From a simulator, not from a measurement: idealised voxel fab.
voxel ribs on slabs: a process module
Each square cell in cross-section cut measures 5 nm, and the section as a whole is 220 nm wide.
Cross-sections here: square-cell grids, written as top-down lists of bands, a band being one or more rows of cells.
Heights first: top, then bottom, in nm. Then materials, left to right, each with a width in nm. "edge to edge" on a single material: fills the band edge to edge. "blank": empty space.
Measure heights from 0. That's the level where, below it, the as-received wafer is all one material. The lowest band is bottomless and extends downward; write it as in "z 0 and below".
The two numbers in a width such as "30->40" mark its ends across the band: the first belongs to the top row of cells, the second to the bottom row, and from each row to the next the width moves by the same amount.
Step marked "everything unchanged"? Then no cell in the cross-section changed in it.
"Closed internal voids" enumerates empty spaces isolated from the top, with no open way to it, that contain at least 8 cells, giving each as width x height at distance from the left edge, all three in nm.
The remark found on a step's line after its settings is issued by the simulator itself and pertains to that step.
overlay nm: step with mask; distance mask lay right of planned place; negative value = left of planned place.
Below is the list of planned process steps
1: op RECEIVE | material Si
2: op DIRECTIONAL_DEP | material SiO2 | thk nm 30
3: op DIRECTIONAL_DEP | material SiN | thk nm 15
4: op MASKED_ETCH | tone cover | mask id RIB | width nm 15 | etch materials SiN | depth nm 10 | overlay nm 0
5: op PATTERN | tone cover | mask id SLAB | material resist | width nm 55 | thk nm 20 | overlay nm 0
6: op DIRECTIONAL_ETCH | etch materials SiN | depth nm 5
7: op STRIP | etch materials resist
8: op FILL_DEP | material SiO2 | thk nm 25
9: op CMP | height nm 60
10: op DIRECTIONAL_DEP | material TiN | thk nm 5
11: op DIRECTIONAL_DEP | material aC | thk nm 15
12: op PATTERN | tone cover | mask id HEATER | material resist | width nm 25 | thk nm 35 | overlay nm 0
13: op DIRECTIONAL_ETCH | etch materials aC | depth nm 15
14: op STRIP | etch materials resist
15: op DIRECTIONAL_ETCH | etch materials TiN | depth nm 5
16: op STRIP | etch materials aC
17: op CONFORMAL_DEP | material SiO2 | thk nm 5
As received (post step 1): cross-section
- z 0 and below = Si edge to edge
- Closed internal voids: none
As-planned run: cross-section of the first of two wafers at end of module
- z 70 to 65 = blank 90 nm  SiO2 35 nm  blank 95 nm
- z 65 to 60 = SiO2 95 nm  TiN 25 nm  SiO2 100 nm
- z 60 to 45 = SiO2 edge to edge
- z 45 to 35 = SiO2 100 nm  SiN 15 nm  SiO2 105 nm
- z 35 to 30 = SiO2 80 nm  SiN 55 nm  SiO2 85 nm
- z 30 to 0 = SiO2 edge to edge
- z 0 and below = Si edge to edge
- Closed internal voids: none
Wafer two, end of module, cross-section. Same start, same plan as wafer one. One mistake in the run
- z 70 to 65 = blank 90 nm  SiO2 35 nm  blank 95 nm
- z 65 to 60 = SiO2 95 nm  TiN 25 nm  SiO2 100 nm
- z 60 to 45 = SiO2 edge to edge
- z 45 to 35 = SiO2 105 nm  SiN 15 nm  SiO2 100 nm
- z 35 to 30 = SiO2 80 nm  SiN 55 nm  SiO2 85 nm
- z 30 to 0 = SiO2 edge to edge
- z 0 and below = Si edge to edge
- Closed internal voids: none
Run error: off-plan run, step 4, actual operation and settings op MASKED_ETCH | tone cover | mask id RIB | width nm 15 | etch materials SiN | depth nm 10 | overlay nm 5
at the end the second wafer has, in cells: as many of each material as the first, in other places
